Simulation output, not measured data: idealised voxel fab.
Process module heading - voxel air gaps
Cross-section cut spans 235 nm and uses square cells 5 nm in size.
Cross-section layout: square cells on a grid; listed as bands, top to bottom; a band spans one or more cell rows.
A band entry consists of two parts. The first gives the height of the band's top and the height of its bottom, in nm. The rest lists the band's materials from left to right, each with its width in nm. A single material labelled with the word "throughout" fills the band from edge to edge, and the word "air" marks empty space.
Height datum 0, below which the as-received substrate wafer is one material. Lowest band open at the bottom, running downward: "0 and below".
It should be noted that a width expressed as "30 to 40" varies in equal increments from row to row of cells within the band, taking the value of the first number at the top row and that of the second number at the bottom row.
What does "no alterations made" mean for a step? It means no cell of the cross-section changed in that step.
Each empty space that has no open way to the top and spans at least 8 cells appears under "Internal closed voids" as width x height at distance, the distance counted from the left edge, all in nm.
Text after the settings on a step's line: the simulator's own remark on that step.
overlay nm: where the mask lay relative to plan, measured to the right, on steps with a mask; negatives go left.

PROCESS STEPS - PLAN
1) RECEIVE, material Si
2) CONFORMAL_DEP, material SiO2, thk nm 15
3) CONFORMAL_DEP, material SiN, thk nm 5
4) DIRECTIONAL_DEP, material lowk, thk nm 35
5) DIRECTIONAL_DEP, material aC, thk nm 15
6) PATTERN, tone open, mask id LINES, material resist, width nm 25, pitch nm 50, thk nm 30, overlay nm 0
7) DIRECTIONAL_ETCH, etch materials aC, depth nm 15
8) STRIP, etch materials resist
9) DIRECTIONAL_ETCH, etch materials lowk, depth nm 35
10) STRIP, etch materials aC
11) CONFORMAL_DEP, material TiN, thk nm 5
12) FILL_DEP, material Cu, thk nm 10
13) CMP, height nm 55
14) EPI, material Ru, thk nm 10
15) SELECTIVE_ETCH, etch materials lowk, depth nm 45
16) CONFORMAL_DEP, material SiCN, thk nm 5

FIRST OF TWO WAFERS: RUN AS PLANNED

AS-RECEIVED STATE OF THE WAFER IN CROSS-SECTION, EQUIVALENT TO POST-STEP 1
> 0 and below: Si throughout
> Internal closed voids: none

WAFER SECTION VIEW AFTER PROCESSING STEP 2
> 15 down to 0: SiO2 throughout
> All layers under 0 are left as they were.

WAFER SECTION VIEW AFTER PROCESSING STEP 3
> 20 down to 15: SiN throughout
> All layers under 15 are left as they were.

WAFER SECTION VIEW AFTER PROCESSING STEP 4
> 55 down to 20: lowk throughout
> All layers under 20 are left as they were.

WAFER SECTION VIEW AFTER PROCESSING STEP 5
> 70 down to 55: aC throughout
> All layers under 55 are left as they were.

WAFER SECTION VIEW AFTER PROCESSING STEP 6
> 100 down to 70: resist 55 nm / air 25 nm / resist 25 nm / air 25 nm / resist 25 nm / air 25 nm / resist 55 nm
> All layers under 70 are left as they were.

WAFER SECTION VIEW AFTER PROCESSING STEP 7
> 85 down to 70: resist 55 nm / air 25 nm / resist 25 nm / air 25 nm / resist 25 nm / air 25 nm / resist 55 nm
> 70 down to 55: aC 55 nm / air 25 nm / aC 25 nm / air 25 nm / aC 25 nm / air 25 nm / aC 55 nm
> All layers under 55 are left as they were.

WAFER SECTION VIEW AFTER PROCESSING STEP 8
> 70 down to 55: aC 55 nm / air 25 nm / aC 25 nm / air 25 nm / aC 25 nm / air 25 nm / aC 55 nm
> All layers under 55 are left as they were.

WAFER SECTION VIEW AFTER PROCESSING STEP 9
> 70 down to 55: aC 55 nm / air 25 nm / aC 25 nm / air 25 nm / aC 25 nm / air 25 nm / aC 55 nm
> 55 down to 20: lowk 55 nm / air 25 nm / lowk 25 nm / air 25 nm / lowk 25 nm / air 25 nm / lowk 55 nm
> All layers under 20 are left as they were.

WAFER SECTION VIEW AFTER PROCESSING STEP 10
> 55 down to 20: lowk 55 nm / air 25 nm / lowk 25 nm / air 25 nm / lowk 25 nm / air 25 nm / lowk 55 nm
> All layers under 20 are left as they were.

WAFER SECTION VIEW AFTER PROCESSING STEP 11
> 60 down to 55: TiN 60 nm / air 15 nm / TiN 35 nm / air 15 nm / TiN 35 nm / air 15 nm / TiN 60 nm
> 55 down to 25: lowk 55 nm / TiN 5 nm / air 15 nm / TiN 5 nm / lowk 25 nm / TiN 5 nm / air 15 nm / TiN 5 nm / lowk 25 nm / TiN 5 nm / air 15 nm / TiN 5 nm / lowk 55 nm
> 25 down to 20: lowk 55 nm / TiN 25 nm / lowk 25 nm / TiN 25 nm / lowk 25 nm / TiN 25 nm / lowk 55 nm
> All layers under 20 are left as they were.

WAFER SECTION VIEW AFTER PROCESSING STEP 12
> 70 down to 60: Cu throughout
> 60 down to 55: TiN 60 nm / Cu 15 nm / TiN 35 nm / Cu 15 nm / TiN 35 nm / Cu 15 nm / TiN 60 nm
> 55 down to 25: lowk 55 nm / TiN 5 nm / Cu 15 nm / TiN 5 nm / lowk 25 nm / TiN 5 nm / Cu 15 nm / TiN 5 nm / lowk 25 nm / TiN 5 nm / Cu 15 nm / TiN 5 nm / lowk 55 nm
> All layers under 25 are left as they were.

WAFER SECTION VIEW AFTER PROCESSING STEP 13
> 55 down to 25: lowk 55 nm / TiN 5 nm / Cu 15 nm / TiN 5 nm / lowk 25 nm / TiN 5 nm / Cu 15 nm / TiN 5 nm / lowk 25 nm / TiN 5 nm / Cu 15 nm / TiN 5 nm / lowk 55 nm
> All layers under 25 are left as they were.

WAFER SECTION VIEW AFTER PROCESSING STEP 14
> 65 down to 55: air 45 nm / Ru 45 nm / air 5 nm / Ru 45 nm / air 5 nm / Ru 45 nm / air 45 nm
> All layers under 55 are left as they were.

WAFER SECTION VIEW AFTER PROCESSING STEP 15
> 65 down to 55: air 45 nm / Ru 45 nm / air 5 nm / Ru 45 nm / air 5 nm / Ru 45 nm / air 45 nm
> 55 down to 25: air 55 nm / TiN 5 nm / Cu 15 nm / TiN 5 nm / air 25 nm / TiN 5 nm / Cu 15 nm / TiN 5 nm / air 25 nm / TiN 5 nm / Cu 15 nm / TiN 5 nm / air 55 nm
> 25 down to 20: air 55 nm / TiN 25 nm / air 25 nm / TiN 25 nm / air 25 nm / TiN 25 nm / air 55 nm
> All layers under 20 are left as they were.

WAFER SECTION VIEW AFTER PROCESSING STEP 16
> 70 down to 65: air 40 nm / SiCN 155 nm / air 40 nm
> 65 down to 55: air 40 nm / SiCN 5 nm / Ru 45 nm / SiCN 5 nm / Ru 45 nm / SiCN 5 nm / Ru 45 nm / SiCN 5 nm / air 40 nm
> 55 down to 50: air 40 nm / SiCN 15 nm / TiN 5 nm / Cu 15 nm / TiN 5 nm / SiCN 25 nm / TiN 5 nm / Cu 15 nm / TiN 5 nm / SiCN 25 nm / TiN 5 nm / Cu 15 nm / TiN 5 nm / SiCN 15 nm / air 40 nm
> 50 down to 25: air 50 nm / SiCN 5 nm / TiN 5 nm / Cu 15 nm / TiN 5 nm / SiCN 5 nm / air 15 nm / SiCN 5 nm / TiN 5 nm / Cu 15 nm / TiN 5 nm / SiCN 5 nm / air 15 nm / SiCN 5 nm / TiN 5 nm / Cu 15 nm / TiN 5 nm / SiCN 5 nm / air 50 nm
> 25 down to 20: SiCN 55 nm / TiN 25 nm / SiCN 25 nm / TiN 25 nm / SiCN 25 nm / TiN 25 nm / SiCN 55 nm
> All layers under 20 are left as they were.
> Internal closed voids: 15 x 25 at 85; 15 x 25 at 135

NOW THE OTHER WAFER: SAME START, SAME RECIPE, BUT WE MESSED UP ONE THING WHEN RUNNING IT. UP TO AND INCLUDING STEP 13 IT'S THE SAME AS THE FIRST ONE

SECOND WAFER SHOWN IN CROSS-SECTION AT THE TIME STEP 14 WAS SLATED TO END
> 55 down to 25: air 55 nm / TiN 5 nm / Cu 15 nm / TiN 5 nm / air 25 nm / TiN 5 nm / Cu 15 nm / TiN 5 nm / air 25 nm / TiN 5 nm / Cu 15 nm / TiN 5 nm / air 55 nm
> 25 down to 20: air 55 nm / TiN 25 nm / air 25 nm / TiN 25 nm / air 25 nm / TiN 25 nm / air 55 nm
> All layers under 20 are left as they were.

SECOND WAFER SHOWN IN CROSS-SECTION AT THE TIME STEP 15 WAS SLATED TO END
> 65 down to 55: air 45 nm / Ru 45 nm / air 5 nm / Ru 45 nm / air 5 nm / Ru 45 nm / air 45 nm
> 55 down to 25: air 45 nm / Ru 10 nm / TiN 5 nm / Cu 15 nm / TiN 5 nm / Ru 10 nm / air 5 nm / Ru 10 nm / TiN 5 nm / Cu 15 nm / TiN 5 nm / Ru 10 nm / air 5 nm / Ru 10 nm / TiN 5 nm / Cu 15 nm / TiN 5 nm / Ru 10 nm / air 45 nm
> 25 down to 20: air 45 nm / Ru 10 nm / TiN 25 nm / Ru 10 nm / air 5 nm / Ru 10 nm / TiN 25 nm / Ru 10 nm / air 5 nm / Ru 10 nm / TiN 25 nm / Ru 10 nm / air 45 nm
> All layers under 20 are left as they were.

SECOND WAFER SHOWN IN CROSS-SECTION AT THE TIME STEP 16 WAS SLATED TO END
> 70 down to 65: air 40 nm / SiCN 155 nm / air 40 nm
> 65 down to 55: air 40 nm / SiCN 5 nm / Ru 45 nm / SiCN 5 nm / Ru 45 nm / SiCN 5 nm / Ru 45 nm / SiCN 5 nm / air 40 nm
> 55 down to 25: air 40 nm / SiCN 5 nm / Ru 10 nm / TiN 5 nm / Cu 15 nm / TiN 5 nm / Ru 10 nm / SiCN 5 nm / Ru 10 nm / TiN 5 nm / Cu 15 nm / TiN 5 nm / Ru 10 nm / SiCN 5 nm / Ru 10 nm / TiN 5 nm / Cu 15 nm / TiN 5 nm / Ru 10 nm / SiCN 5 nm / air 40 nm
> 25 down to 20: SiCN 45 nm / Ru 10 nm / TiN 25 nm / Ru 10 nm / SiCN 5 nm / Ru 10 nm / TiN 25 nm / Ru 10 nm / SiCN 5 nm / Ru 10 nm / TiN 25 nm / Ru 10 nm / SiCN 45 nm
> All layers under 20 are left as they were.
Short version of what went wrong: step 14 ran in the slot meant for step 15, and vice versa
at the end the second wafer has, in cells: Ru: 84 more, SiCN: 34 fewer
The second wafer ends with 0 closed voids, and the first wafer ends with 2.
